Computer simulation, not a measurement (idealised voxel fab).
The name of this process module is voxel lift off.
The figure presents cross-section cut, which has a width of 205 nm and is divided into square cells with an edge length of 5 nm.
Format of a cross-section: grid, square cells. Given as bands. Order: top down. Band: one or more rows of cells. In this notation a band is specified by the heights of its top and bottom, in that order and in nm, after which its materials appear from left to right, each paired with its width in nm. The word "all across" attached to a single material means that material fills the band from edge to edge; the word "blank" stands for empty space. It should be noted that heights are counted from 0, beneath which the wafer as supplied is of one material throughout, and that the lowest band possesses no lower boundary but continues downward, as written in "0..down". Note: "30->40" means the width goes from the first number (top row of the band) to the second number (bottom row) in equal steps per row of cells. Reading "identical to before" for a step: not a cell of the cross-section changed in it. In "Unvented internal voids" the enclosed voids are listed, meaning empty spaces of 8 cells or larger without any opening to the top. The form is width x height at distance, distance from the left edge, units nm. Read whatever lies past the settings on a step's line as the simulator's own remark about the step. What "overlay nm" on a step's line means: if the step has a mask, that mask lay this far to the right of its planned place, or, when the value is negative, to the left.
List of planned process steps:
1 RECEIVE: material Si
2 CONFORMAL_DEP: material Al2O3, thk nm 15
3 PATTERN: tone open, mask id LINES, material resist, width nm 20, pitch nm 55, thk nm 25, overlay nm 0
4 DIRECTIONAL_DEP: material Ru, thk nm 10
5 STRIP: etch materials resist
6 CONFORMAL_DEP: material SiN, thk nm 5
All wafers enter the flow in the same state. The width nm at step 3 differs from wafer to wafer, and the plan gives the value for the first wafer.
The first of several wafers as received, shown in cross-section; this is its state after step 1:
  0..down = Si all across
  Unvented internal voids: none
First of several wafers in cross-section at module end, following the final step, step 6:
  30..25 = blank 60 nm  SiN 30 nm  blank 25 nm  SiN 30 nm  blank 60 nm
  25..20 = blank 60 nm  SiN 5 nm  Ru 20 nm  SiN 5 nm  blank 25 nm  SiN 5 nm  Ru 20 nm  SiN 5 nm  blank 60 nm
  20..15 = SiN 65 nm  Ru 20 nm  SiN 35 nm  Ru 20 nm  SiN 65 nm
  15..0 = Al2O3 all across
  0..down = Si all across
  Unvented internal voids: none
Module end, final wafer: cross-section:
  30..25 = blank 50 nm  SiN 50 nm  blank 5 nm  SiN 50 nm  blank 50 nm
  25..20 = blank 50 nm  SiN 5 nm  Ru 40 nm  SiN 5 nm  blank 5 nm  SiN 5 nm  Ru 40 nm  SiN 5 nm  blank 50 nm
  20..15 = SiN 55 nm  Ru 40 nm  SiN 15 nm  Ru 40 nm  SiN 55 nm
  15..0 = Al2O3 all across
  0..down = Si all across
  Unvented internal voids: none
Below is a per-wafer table. In it, each row describes the wafer at the end of the module by giving, for each material, the number of cells gained (+) or lost (-) since the wafer was received, and after that the closed voids of the wafer:
width nm 20, +123 Al2O3, +16 Ru, +49 SiN, Unvented internal voids: none
width nm 25, +123 Al2O3, +20 Ru, +49 SiN, Unvented internal voids: none
width nm 30, +123 Al2O3, +24 Ru, +49 SiN, Unvented internal voids: none
width nm 35, +123 Al2O3, +28 Ru, +49 SiN, Unvented internal voids: none
width nm 40, +123 Al2O3, +32 Ru, +49 SiN, Unvented internal voids: none
